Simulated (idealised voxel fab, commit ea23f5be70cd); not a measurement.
The following is a process module called voxel gate over fins.
FYI the section here is cut, 245 nm wide, cells are 5 nm squares.
Cross-section, as written here: a square-cell grid given band by band from the top down, where a band holds one or more rows of cells.
Band: top height; bottom height; in nm. Then, left to right: material with width in nm, for each material. "all across": a single material spanning edge to edge. "empty": empty space.
Beneath 0, the wafer as received is one material, and that level is where height counting begins. The lowest band goes on downward without a bottom; it is written like "0..down".
The width entry "30->40" should be interpreted row by row: the top row of cells in the band takes the first number, the bottom row takes the second number, and the change between adjacent rows is uniform throughout.
Key: "nothing changed" - step with no changed cell in the cross-section.
Listed in "Sealed internal voids": every empty space of 8 or more cells without an open way to the top. Form: width x height at distance, the distance being from the left edge, all in nm.
Past the settings on a step's line: simulator remark, on that step.
overlay nm: mask right of planned place by this much (step with mask). Neg. = left.
## Process steps - plan
1) RECEIVE with material Si
2) CONFORMAL_DEP with material SiN, thk nm 5
3) MASKED_ETCH with tone cover, mask id FINS, width nm 15, pitch nm 35, etch materials SiN, depth nm 5, overlay nm 0
4) MASKED_ETCH with tone cover, mask id FINS, width nm 15, pitch nm 35, etch materials Si, depth nm 20, overlay nm 0
5) OXIDIZE with depth nm 5
6) FILL_DEP with material SiO2, thk nm 15
7) CMP with height nm 5
8) SELECTIVE_ETCH with etch materials SiO2, depth nm 15
9) STRIP with etch materials SiN
10) CONFORMAL_DEP with material HfO2, thk nm 5
11) CONFORMAL_DEP with material TiN, thk nm 5
12) FILL_DEP with material W, thk nm 15
13) CMP with height nm 20
14) CONFORMAL_DEP with material SiCN, thk nm 10
Variable across wafers: step 4 depth nm (plan value is that of the first wafer; starting state common to all).
## Here's the first of the wafers in cross-section, just as we got it, i.e. after step 1
    0..down  Si all across
    Sealed internal voids: none
## Gained (+) or lost (-) cells of each material since receipt, then closed voids: one row per wafer, at the end of the module
depth nm 20 | +61 HfO2 | -230 Si | +98 SiCN | +138 SiO2 | +61 TiN | +166 W | Sealed internal voids: none
depth nm 25 | +61 HfO2 | -276 Si | +98 SiCN | +184 SiO2 | +61 TiN | +166 W | Sealed internal voids: none
depth nm 30 | +61 HfO2 | -322 Si | +98 SiCN | +230 SiO2 | +61 TiN | +166 W | Sealed internal voids: none
depth nm 35 | +61 HfO2 | -368 Si | +98 SiCN | +276 SiO2 | +61 TiN | +166 W | Sealed internal voids: none
depth nm 40 | +61 HfO2 | -414 Si | +98 SiCN | +322 SiO2 | +61 TiN | +166 W | Sealed internal voids: none
depth nm 45 | +61 HfO2 | -460 Si | +98 SiCN | +368 SiO2 | +61 TiN | +166 W | Sealed internal voids: none
